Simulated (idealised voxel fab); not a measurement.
process module | voxel self aligned contacts
cross-section cut | 195 nm wide | cells 5 nm
A cross-section is a grid of square cells, given in bands from the top down. A band is one or more rows of cells.
Each band's line starts with the height of the band's top and of its bottom, in nm. Then come its materials from left to right, each with its width in nm. One material with "throughout" fills the band from edge to edge. "air" is empty space.
Height 0 is the level under which the wafer as received is all one material. The lowest band goes on downwards, as in "0 down".
A width such as "30 to 40" changes by the same amount from each row of cells to the next, from the band's top row to its bottom row.
"no change" after a step means that no cell of the cross-section changed.
closed voids: empty space of 8 cells or more with no open way to the top, each as width x height at its distance from the left edge, in nm
after a step's settings: what the simulator itself notes on the step
overlay nm, on a step with a mask: how far to the right of its planned place the mask lay; to the left if negative
plan
1 op RECEIVE | material Si
2 op CONFORMAL_DEP | material SiO2 | thk nm 5
3 op DIRECTIONAL_DEP | material polySi | thk nm 20
4 op DIRECTIONAL_DEP | material SiN | thk nm 15
5 op PATTERN | tone cover | mask id GATE | material resist | width nm 30 | pitch nm 65 | thk nm 15 | overlay nm 0
6 op DIRECTIONAL_ETCH | etch materials SiN | depth nm 15
7 op DIRECTIONAL_ETCH | etch materials polySi | depth nm 20
8 op STRIP | etch materials resist
9 op CONFORMAL_DEP | material SiN | thk nm 5
10 op DIRECTIONAL_ETCH | etch materials SiN | depth nm 5
11 op FILL_DEP | material SiO2 | thk nm 15
12 op CMP | height nm 50
13 op PATTERN | tone open | mask id CONTACT | material resist | width nm 45 | thk nm 20 | overlay nm 0
14 op DIRECTIONAL_ETCH | etch materials SiO2 | depth nm 50
15 op STRIP | etch materials resist
16 op CONFORMAL_DEP | material TiN | thk nm 5
17 op FILL_DEP | material Ru | thk nm 5
18 op CMP | height nm 50
19 op CONFORMAL_DEP | material SiCN | thk nm 5
as received, after step 1
  0 down: Si throughout
  closed voids: none
first wafer at the end, as planned
  55 to 50: SiCN throughout
  50 to 40: SiO2 75 | TiN 5 to 15 | Ru 35 to 15 | TiN 5 to 15 | SiO2 75
  40 to 25: SiO2 45 | SiN 40 | TiN 5 | Ru 15 | TiN 5 | SiN 40 | SiO2 45
  25 to 5: SiO2 45 | SiN 5 | polySi 30 | SiN 5 | TiN 5 | Ru 15 | TiN 5 | SiN 5 | polySi 30 | SiN 5 | SiO2 45
  5 to 0: SiO2 85 | TiN 25 | SiO2 85
  0 down: Si throughout
  closed voids: none
second wafer at the end: like start, like plan, one mistake
  55 to 50: SiCN throughout
  50 to 40: SiO2 75 | TiN 5 to 15 | Ru 35 to 15 | TiN 5 to 15 | SiO2 75
  40 to 25: SiO2 45 | SiN 40 | TiN 5 | Ru 15 | TiN 5 | SiN 40 | SiO2 45
  25 to 15: SiO2 45 | SiN 5 | polySi 30 | SiN 5 | TiN 5 | Ru 15 | TiN 5 | SiN 5 | polySi 30 | SiN 5 | SiO2 45
  15 to 10: SiO2 45 | SiN 5 | polySi 30 | SiN 5 | TiN 25 | SiN 5 | polySi 30 | SiN 5 | SiO2 45
  10 to 5: SiN 50 | polySi 30 | SiN 35 | polySi 30 | SiN 50
  5 to 0: SiO2 throughout
  0 down: Si throughout
  closed voids: none
what went wrong: steps 9 and 10 were swapped
at the end the second wafer has, in cells: 6 fewer of Ru | 23 more of SiN | 13 fewer of SiO2 | 4 fewer of TiN
